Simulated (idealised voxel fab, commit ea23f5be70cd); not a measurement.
The following is a process module called voxel released beams.
Xsec cut, 200 nm wide, square cell size 5 nm.
Cross-section = grid of square cells, listed top down in bands; band = one or more rows. The entry gives the band's vertical extent as a top height and a bottom height in nm, then its horizontal make-up as materials from left to right, each with a width in nm. "empty" stands for empty space; a single material marked "all across" fills the band edge to edge. A quick word on heights: they are counted from 0, and under that level the wafer as it came to us is one material throughout. The lowest band is different from the rest in having no bottom; it simply continues downward, written as in "from 0 down". A width such as "30..40" changes by the same amount from each row of cells to the next, from the band's top row to its bottom row. Step marked "identical to before"? Then no cell in the cross-section changed in it. "Voids, enclosed" means: voids of 8 cells or more that are shut off from the top with no open way through. Written width x height at distance, distance from the left edge, in nm. Heads up: the bit after the settings on a step's line is the simulator's remark on that step. overlay nm: step with mask; distance mask lay right of planned place; negative value = left of planned place.

Process steps (planned):
1 RECEIVE, material Si
2 CONFORMAL_DEP, material Al2O3, thk nm 10
3 DIRECTIONAL_DEP, material SiO2, thk nm 20
4 MASKED_ETCH, tone open, mask id ANCHOR, width nm 25, etch materials SiO2, depth nm 20, overlay nm 0
5 CONFORMAL_DEP, material polySi, thk nm 10
6 MASKED_ETCH, tone cover, mask id BEAM, width nm 75, etch materials polySi, depth nm 10, overlay nm 0
7 STRIP, etch materials SiO2

First of two wafers, processed according to plan:

Delivered wafer in cross-section: state after step 1:
	from 0 down  Si all across
	Voids, enclosed: none

Wafer section view after processing step 2:
	from 10 to 0  Al2O3 all across
	Rest of section, below 0: as before.

Wafer section view after processing step 3:
	from 30 to 10  SiO2 all across
	Rest of section, below 10: as before.

Wafer section view after processing step 4:
	from 30 to 10  SiO2 65 | empty 25 | SiO2 110
	Rest of section, below 10: as before.

Wafer section view after processing step 5:
	from 40 to 30  polySi 75 | empty 5 | polySi 120
	from 30 to 20  SiO2 65 | polySi 10 | empty 5 | polySi 10 | SiO2 110
	from 20 to 10  SiO2 65 | polySi 25 | SiO2 110
	Rest of section, below 10: as before.

Wafer section view after processing step 6:
	from 40 to 30  empty 60 | polySi 15 | empty 5 | polySi 55 | empty 65
	Rest of section, below 30: as before.

Wafer section view after processing step 7:
	from 40 to 30  empty 60 | polySi 15 | empty 5 | polySi 55 | empty 65
	from 30 to 20  empty 65 | polySi 10 | empty 5 | polySi 10 | empty 110
	from 20 to 10  empty 65 | polySi 25 | empty 110
	Rest of section, below 10: as before.

The Second Wafer: Common Origin and Plan, One Mistake in Execution, Identical to the First Through Step 3:

The second wafer in cross-section, at the planned close of step 4:
	from 30 to 10  SiO2 65 | empty 25 | SiO2 110
	Rest of section, below 10: as before.

The second wafer in cross-section, at the planned close of step 5:
	from 40 to 30  polySi 75 | empty 5 | polySi 120
	from 30 to 20  SiO2 65 | polySi 10 | empty 5 | polySi 10 | SiO2 110
	from 20 to 10  SiO2 65 | polySi 25 | SiO2 110
	Rest of section, below 10: as before.

The second wafer in cross-section, at the planned close of step 6:
	from 40 to 30  empty 60 | polySi 15 | empty 5 | polySi 55 | empty 65
	Rest of section, below 30: as before.

The second wafer in cross-section, at the planned close of step 7:
	from 40 to 30  empty 60 | polySi 15 | empty 5 | polySi 55 | empty 65
	from 30 to 20  empty 65 | polySi 10 | empty 5 | polySi 10 | empty 110
	from 20 to 10  empty 65 | polySi 25 | empty 110
	Rest of section, below 10: as before.
Deviation from plan: the plan's step 4 ran twice
Final cross-sections of the two wafers are identical, so the mistake has no effect on what this model computes.
